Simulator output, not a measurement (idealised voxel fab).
process module | voxel trench capacitor
cross-section cut | 225 nm wide | cells 5 nm
A cross-section is a grid of square cells, given in bands from the top down. A band is one or more rows of cells.
Each band's line starts with the height of the band's top and of its bottom, in nm. Then come its materials from left to right, each with its width in nm. One material with "throughout" fills the band from edge to edge. "air" is empty space.
Height 0 is the level under which the wafer as received is all one material. The lowest band goes on downwards, as in "0 down".
A width such as "30 to 40" changes by the same amount from each row of cells to the next, from the band's top row to its bottom row.
"no change" after a step means that no cell of the cross-section changed.
closed voids: empty space of 8 cells or more with no open way to the top, each as width x height at its distance from the left edge, in nm
after a step's settings: what the simulator itself notes on the step
overlay nm, on a step with a mask: how far to the right of its planned place the mask lay; to the left if negative
plan
1 op RECEIVE | material Si
2 op CONFORMAL_DEP | material SiN | thk nm 5
3 op PATTERN | tone open | mask id TRENCH | material resist | width nm 30 | pitch nm 55 | thk nm 20 | overlay nm 0
4 op DIRECTIONAL_ETCH | etch materials SiN | depth nm 5
5 op DIRECTIONAL_ETCH | etch materials Si | depth nm 35
6 op STRIP | etch materials resist
7 op CONFORMAL_DEP | material Al2O3 | thk nm 5
8 op CONFORMAL_DEP | material TiN | thk nm 5
9 op FILL_DEP | material W | thk nm 5
10 op CMP | height nm -5
varied across the wafers: height nm of step 10. The plan shows the first wafer's value. All wafers start alike
first wafer as received, after step 1
  0 down: Si throughout
  closed voids: none
each wafer at the end: cells of each material gained (+) or lost (-) since it was received, then its closed voids
height nm -5 | +48 Al2O3 | -153 Si | +36 TiN | +24 W | closed voids: none
height nm 0 | +54 Al2O3 | -126 Si | +42 TiN | +30 W | closed voids: none
height nm 5 | +60 Al2O3 | -126 Si | +27 SiN | +48 TiN | +36 W | closed voids: none
height nm 10 | +93 Al2O3 | -126 Si | +27 SiN | +54 TiN | +42 W | closed voids: none
height nm 15 | +93 Al2O3 | -126 Si | +27 SiN | +93 TiN | +48 W | closed voids: none
height nm 20 | +93 Al2O3 | -126 Si | +27 SiN | +93 TiN | +93 W | closed voids: none
